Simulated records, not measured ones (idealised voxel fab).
The process module that follows is named voxel trench capacitor.
It is cross-section cut that appears here, measuring 205 nm in width, its square cells being 5 nm in size.
Reading order for cross-sections: top band down to bottom band. Underlying form: a grid of square cells. Band size: one or more rows of cells.
In this notation a band is specified by the heights of its top and bottom, in that order and in nm, after which its materials appear from left to right, each paired with its width in nm. The word "full width" attached to a single material means that material fills the band from edge to edge; the word "blank" stands for empty space.
Counting heights begins at 0, where everything beneath is, in the wafer as received, one material. The lowest band has no bottom; it goes on downwards, as "z 0 and below" shows.
Think of "30->40" as a width that walks from the first number to the second as you go down the band, top row to bottom row, taking equal-sized steps from row to row.
For the purposes of this document, the phrase "nothing changed" attached to a step denotes that no cell within the cross-section was modified by that step.
What "Voids, enclosed" gives you is every empty space of 8 cells or more that is cut off from the top. Each appears as width x height at distance, with the distance taken from the left edge and width, height and distance all in nm.
That trailing text on a step's line, after the settings, is the simulator's own remark on the step.
A step's line can hold "overlay nm"; with a mask on that step, the setting says how far right of the planned place the mask lay, while a negative setting says it lay to the left.
# Process steps (planned)
1) RECEIVE: material Si
2) CONFORMAL_DEP: material SiN, thk nm 10
3) DIRECTIONAL_DEP: material aC, thk nm 15
4) PATTERN: tone open, mask id TRENCH, material resist, width nm 25, pitch nm 45, thk nm 35, overlay nm 0
5) DIRECTIONAL_ETCH: etch materials aC, depth nm 15
6) STRIP: etch materials resist
7) DIRECTIONAL_ETCH: etch materials SiN, depth nm 10
8) DIRECTIONAL_ETCH: etch materials Si, depth nm 40
9) STRIP: etch materials aC
10) CONFORMAL_DEP: material HfO2, thk nm 5
11) CONFORMAL_DEP: material TiN, thk nm 5
12) FILL_DEP: material W, thk nm 5
13) CMP: height nm 10
# As-received state of the wafer in cross-section, equivalent to post-step 1
z 0 and below | Si full width
Voids, enclosed: none
# Starting structure and process plan are as shown above, but one mistake was made in running the module; the wafer cross-section at the end of the module follows
z 10 to 0 | SiN (65); TiN (5); HfO2 (5); W (5); HfO2 (5); TiN (5); SiN (20); TiN (5); HfO2 (5); W (5); HfO2 (5); TiN (5); SiN (70)
z 0 to -30 | Si (65); TiN (5); HfO2 (5); W (5); HfO2 (5); TiN (5); Si (20); TiN (5); HfO2 (5); W (5); HfO2 (5); TiN (5); Si (70)
z -30 to -35 | Si (65); TiN (5); HfO2 (15); TiN (5); Si (20); TiN (5); HfO2 (15); TiN (5); Si (70)
z -35 to -40 | Si (65); TiN (25); Si (20); TiN (25); Si (70)
z -40 and below | Si full width
Voids, enclosed: none
Which mistake was made when the wafer was run? transposition of steps 10 and 11 relative to the planned sequence
